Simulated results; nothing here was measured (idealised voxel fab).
The process module that follows is named voxel tone inversion.
Square cells of 5 nm make up the cross-section cut, whose width is 235 nm.
For the purposes of this document, a cross-section shall be understood as a grid of square cells, specified as bands listed in top-to-bottom order, each band consisting of one or more rows of cells. For a band, the entry starts with two heights in nm, that of the top and then that of the bottom, and carries on with the band's materials in order from left to right, each alongside its width in nm; the word "edge to edge" beside a single material means it fills the band edge to edge, and "air" means empty space. Heights from 0 (as-received wafer is one material below). Bottom band endless downward, as "0 -> down". It should be noted that a width expressed as "30->40" varies in equal increments from row to row of cells within the band, taking the value of the first number at the top row and that of the second number at the bottom row. Given "no change" for a step, no cell of the cross-section differs between before and after that step. In "Fully sealed voids" the enclosed voids are listed, meaning empty spaces of 8 cells or larger without any opening to the top. The form is width x height at distance, distance from the left edge, units nm. Anything after a step's settings on that line? It's the simulator's own note about the step. Each step line may optionally specify "overlay nm", which for a step with a mask gives the rightward distance between the mask's planned place and where it lay, a negative value indicating the leftward direction.
**The steps planned for the process are as follows**
1) RECEIVE | material Si
2) CONFORMAL_DEP | material SiCN | thk nm 5
3) DIRECTIONAL_DEP | material aC | thk nm 20
4) PATTERN | tone cover | mask id POSTS | material resist | width nm 20 | pitch nm 40 | thk nm 30 | overlay nm 0
5) DIRECTIONAL_ETCH | etch materials aC | depth nm 20
6) STRIP | etch materials resist
7) FILL_DEP | material SiO2 | thk nm 10
8) CMP | height nm 25
9) STRIP | etch materials aC
10) CONFORMAL_DEP | material TiN | thk nm 5
11) FILL_DEP | material Ru | thk nm 10
12) CMP | height nm 25
13) CONFORMAL_DEP | material SiCN | thk nm 5
**First of two wafers, with the run carried out as planned**
**Cross-section of the wafer upon arrival, representing the state reached after step 1**
    0 -> down | Si edge to edge
    Fully sealed voids: none
**Cross-section of the wafer subsequent to step 2**
    5 -> 0 | SiCN edge to edge
    All layers under 0 are left as they were.
**Cross-section of the wafer subsequent to step 3**
    25 -> 5 | aC edge to edge
    All layers under 5 are left as they were.
**Cross-section of the wafer subsequent to step 4**
    55 -> 25 | air=85, then resist=20, then air=20, then resist=20, then air=90
    All layers under 25 are left as they were.
**Cross-section of the wafer subsequent to step 5**
    35 -> 25 | air=85, then resist=20, then air=20, then resist=20, then air=90
    25 -> 5 | air=85, then aC=20, then air=20, then aC=20, then air=90
    All layers under 5 are left as they were.
**Cross-section of the wafer subsequent to step 6**
    25 -> 5 | air=85, then aC=20, then air=20, then aC=20, then air=90
    All layers under 5 are left as they were.
**Cross-section of the wafer subsequent to step 7**
    35 -> 25 | SiO2 edge to edge
    25 -> 5 | SiO2=85, then aC=20, then SiO2=20, then aC=20, then SiO2=90
    All layers under 5 are left as they were.
**Cross-section of the wafer subsequent to step 8**
    25 -> 5 | SiO2=85, then aC=20, then SiO2=20, then aC=20, then SiO2=90
    All layers under 5 are left as they were.
**Cross-section of the wafer subsequent to step 9**
    25 -> 5 | SiO2=85, then air=20, then SiO2=20, then air=20, then SiO2=90
    All layers under 5 are left as they were.
**Cross-section of the wafer subsequent to step 10**
    30 -> 25 | TiN=90, then air=10, then TiN=30, then air=10, then TiN=95
    25 -> 10 | SiO2=85, then TiN=5, then air=10, then TiN=5, then SiO2=20, then TiN=5, then air=10, then TiN=5, then SiO2=90
    10 -> 5 | SiO2=85, then TiN=20, then SiO2=20, then TiN=20, then SiO2=90
    All layers under 5 are left as they were.
**Cross-section of the wafer subsequent to step 11**
    40 -> 30 | Ru edge to edge
    30 -> 25 | TiN=90, then Ru=10, then TiN=30, then Ru=10, then TiN=95
    25 -> 10 | SiO2=85, then TiN=5, then Ru=10, then TiN=5, then SiO2=20, then TiN=5, then Ru=10, then TiN=5, then SiO2=90
    All layers under 10 are left as they were.
**Cross-section of the wafer subsequent to step 12**
    25 -> 10 | SiO2=85, then TiN=5, then Ru=10, then TiN=5, then SiO2=20, then TiN=5, then Ru=10, then TiN=5, then SiO2=90
    All layers under 10 are left as they were.
**Cross-section of the wafer subsequent to step 13**
    30 -> 25 | SiCN edge to edge
    All layers under 25 are left as they were.
**Second Wafer (Identical Start and Plan, One Processing Error; Matches First Wafer Through Step 11)**
Cross-section, second wafer, at the end time the plan gives for step 12: no change
**Cross-section, second wafer, at the end time the plan gives for step 13**
    45 -> 40 | SiCN edge to edge
    All layers under 40 are left as they were.
Nonconformance to the process plan: step 12 of the plan got skipped, so it never ran
Bottom line after processing is that, in cells, the second wafer is up or down on some materials versus the first: Ru +98, TiN +43
